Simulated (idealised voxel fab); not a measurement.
The following is a process module called voxel ribs on slabs.
Displayed cross-section: cut, width of 175 nm, square cells sized 5 nm.
Notation: cross-section as square-cell grid; stated in bands, top first, going down; one or more cell rows per band.
Per band: top height and bottom height in nm, followed by the left-to-right materials and their widths in nm; "everywhere" marks a single material spanning edge to edge, "air" marks empty space.
Height datum 0, below which the as-received substrate wafer is one material. Lowest band open at the bottom, running downward: "top 0, no bottom".
A two-number width, for instance "30 to 40", indicates that the width is equal to the first number in the top row of the band and to the second number in the bottom row, and that it changes by a constant amount per row of cells.
"left unchanged" means the step left every cell of the cross-section as it was.
Closed-off voids of 8+ cells (no open route to the top) go in "Non-vented voids", written width x height at distance from the left edge, in nm.
It should be noted that, on the line of a given step, the content following the step's settings is a remark produced by the simulator itself with respect to that step.
overlay nm: step with mask; distance mask lay right of planned place; negative value = left of planned place.

BELOW IS THE LIST OF PLANNED PROCESS STEPS
1 RECEIVE, material Si
2 DIRECTIONAL_DEP, material SiO2, thk nm 20
3 DIRECTIONAL_DEP, material SiN, thk nm 15
4 DIRECTIONAL_DEP, material aC, thk nm 10
5 PATTERN, tone cover, mask id RIB, material resist, width nm 25, thk nm 25, overlay nm 0
6 DIRECTIONAL_ETCH, etch materials aC, depth nm 10
7 STRIP, etch materials resist
8 DIRECTIONAL_ETCH, etch materials SiN, depth nm 5
9 STRIP, etch materials aC
10 MASKED_ETCH, tone cover, mask id SLAB, width nm 85, etch materials SiN, depth nm 10, overlay nm 0
11 FILL_DEP, material SiO2, thk nm 25
12 CMP, height nm 50
13 DIRECTIONAL_DEP, material W, thk nm 5
14 DIRECTIONAL_DEP, material aC, thk nm 10
15 PATTERN, tone cover, mask id HEATER, material resist, width nm 35, thk nm 25, overlay nm 0
16 DIRECTIONAL_ETCH, etch materials aC, depth nm 10
17 STRIP, etch materials resist
18 DIRECTIONAL_ETCH, etch materials W, depth nm 5
19 STRIP, etch materials aC
20 CONFORMAL_DEP, material SiO2, thk nm 5

AS RECEIVED, AFTER STEP 1
> top 0, no bottom: Si everywhere
> Non-vented voids: none

END-OF-MODULE CROSS-SECTION OF THE FIRST OF TWO WAFERS, PROCESSED AS PLANNED
> top 60, bottom 55: air 65 | SiO2 45 | air 65
> top 55, bottom 50: SiO2 70 | W 35 | SiO2 70
> top 50, bottom 35: SiO2 everywhere
> top 35, bottom 30: SiO2 75 | SiN 25 | SiO2 75
> top 30, bottom 20: SiO2 45 | SiN 85 | SiO2 45
> top 20, bottom 0: SiO2 everywhere
> top 0, no bottom: Si everywhere
> Non-vented voids: none

WAFER TWO (OF TWO), END-OF-MODULE CROSS-SECTION: START = WAFER ONE, PLAN = WAFER ONE, ONE RUN MISTAKE
> top 60, bottom 55: air 65 | SiO2 45 | air 65
> top 55, bottom 50: SiO2 70 | W 35 | SiO2 70
> top 50, bottom 40: SiO2 everywhere
> top 40, bottom 30: SiO2 45 | SiN 85 | SiO2 45
> top 30, bottom 20: aC everywhere
> top 20, bottom 0: SiO2 everywhere
> top 0, no bottom: Si everywhere
> Non-vented voids: none
Run error: it was found that steps 3 and 4 of the process plan had been performed in exchanged positions
Looking at both finished wafers in cells, the second ends up ahead of or behind the first on some materials: SiN: 5 fewer; SiO2: 65 fewer; aC: 70 more
